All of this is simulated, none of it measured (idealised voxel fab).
The process module that follows is named voxel spacer lines.
The width of the displayed cross-section, cut, is 265 nm; its cells are square, with a size of 5 nm.
In what follows, cross-sections appear as grids of square cells, described through bands that run from the top down, where every band is one or more rows of cells.
What a band's entry tells you: where the top is and where the bottom is, as heights in nm, and after that what lies inside, material by material from left to right, each with its width in nm. Empty space is written as the word "air", and a single material marked with the word "all across" occupies the band from edge to edge.
Height 0 is the level under which the wafer as received is all one material. The lowest band goes on downwards, as in "z 0 and below".
The width entry "30->40" should be interpreted row by row: the top row of cells in the band takes the first number, the bottom row takes the second number, and the change between adjacent rows is uniform throughout.
Step note "no modification" = no cross-section cell changed.
Entry "Fully closed voids". Content: empty spaces with no open connection to the top, size 8 cells or greater. Each: width x height at distance. Distance: from left edge. Unit: nm.
Text after the settings on a step's line: the simulator's own remark on that step.
overlay nm: mask offset rightward from planned place, masked step; negative means leftward offset.

[The following list gives the planned process steps]
1) RECEIVE with material Si
2) CONFORMAL_DEP with material Al2O3, thk nm 5
3) DIRECTIONAL_DEP with material W, thk nm 20
4) DIRECTIONAL_DEP with material polySi, thk nm 25
5) PATTERN with tone cover, mask id MANDREL, material resist, width nm 25, pitch nm 80, thk nm 30, overlay nm 0
6) DIRECTIONAL_ETCH with etch materials polySi, depth nm 25
7) STRIP with etch materials resist
8) CONFORMAL_DEP with material SiN, thk nm 15
9) DIRECTIONAL_ETCH with etch materials SiN, depth nm 15
10) STRIP with etch materials polySi
11) DIRECTIONAL_ETCH with etch materials W, depth nm 20
12) STRIP with etch materials SiN
13) FILL_DEP with material SiO2, thk nm 5
14) CMP with height nm 25

[This is the cross-section of the wafer as we received it, i.e. after step 1]
	z 0 and below = Si all across
	Fully closed voids: none

[Post-module cross-section of the first of two wafers (run per plan)]
	z 25 to 5 = SiO2 25, then W 15, then SiO2 25, then W 15, then SiO2 25, then W 15, then SiO2 25, then W 15, then SiO2 25, then W 15, then SiO2 25, then W 15, then SiO2 25
	z 5 to 0 = Al2O3 all across
	z 0 and below = Si all across
	Fully closed voids: none

[Cross-section, second wafer: same start as the first, same plan as the first, one mistake in running it; taken at the end of the module]
	z 25 to 20 = Al2O3 all across
	z 20 to 0 = W all across
	z 0 and below = Si all across
	Fully closed voids: none
What was done differently from what was planned? it was found that steps 2 and 3 of the process plan had been performed in exchanged positions
Count the cells at the end and the second wafer has more or fewer of some materials than the first: SiO2: 140 fewer | W: 140 more
